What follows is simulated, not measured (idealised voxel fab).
Process module name: voxel released beams
cross-section cut | 255 nm wide | cells 5 nm
If you're reading a cross-section in this doc, picture square cells in a grid; it comes to you as bands, top ones listed first down to the bottom, and a band can be one or more rows of cells. Within each band entry, the heights of the top and of the bottom of the band appear first, in that order and in nm; the materials of the band then follow from left to right, each with its corresponding width in nm. The designation "all across" on a single material indicates that it fills the band from edge to edge; the designation "air" indicates empty space. Heights are measured from 0, the level below which the as-received wafer is all one material; the lowest band has no bottom and continues downward, written as in "top 0, no bottom". A width given as "30 to 40" starts at the first number in the band's top row and ends at the second number in its bottom row, shifting by an equal amount at every step from row to row. The designation "remained the same", where it is given for a processing step, indicates that no cell of the cross-section was altered in the course of that step. The entry "Sealed internal cavities" lists the empty spaces that cover at least 8 cells and have no open path to the top. Each is written as width x height at distance, where the distance is measured from the left edge and all three values are in nm. Read whatever lies past the settings on a step's line as the simulator's own remark about the step. The "overlay nm" setting may appear on a step's line; for a step that uses a mask, it gives how far to the right of its planned position the mask lay, and a negative value indicates the left.

This section lists the process steps that were planned
| 1 | RECEIVE | material Si |
| 2 | CONFORMAL_DEP | material SiN | thk nm 10 |
| 3 | DIRECTIONAL_DEP | material SiO2 | thk nm 15 |
| 4 | DIRECTIONAL_DEP | material aC | thk nm 15 |
| 5 | PATTERN | tone open | mask id ANCHOR | material resist | width nm 45 | thk nm 30 | overlay nm 0 |
| 6 | DIRECTIONAL_ETCH | etch materials aC | depth nm 15 |
| 7 | STRIP | etch materials resist |
| 8 | DIRECTIONAL_ETCH | etch materials SiO2 | depth nm 15 |
| 9 | STRIP | etch materials aC |
| 10 | CONFORMAL_DEP | material TiN | thk nm 15 |
| 11 | MASKED_ETCH | tone cover | mask id BEAM | width nm 95 | etch materials TiN | depth nm 15 | overlay nm 0 |
| 12 | STRIP | etch materials SiO2 |

Received-state cross-section, reflecting completion of step 1
	top 0, no bottom  Si all across
	Sealed internal cavities: none

First wafer of two, sectioned at end of module; run went per plan
	top 40, bottom 25  air=75; TiN=20; air=15; TiN=60; air=85
	top 25, bottom 10  air=80; TiN=45; air=130
	top 10, bottom 0  SiN all across
	top 0, no bottom  Si all across
	Sealed internal cavities: none

Cross-section, second wafer: same start as the first, same plan as the first, one mistake in running it; taken at the end of the module
	top 30, bottom 15  air=75; TiN=20; air=15; TiN=60; air=85
	top 15, bottom 0  air=80; TiN=45; air=130
	top 0, no bottom  Si all across
	Sealed internal cavities: none
What was the processing mistake? plan step 2: skipped, not run
End of process, cell counts, second wafer against first, materials with more or fewer: -102 SiN
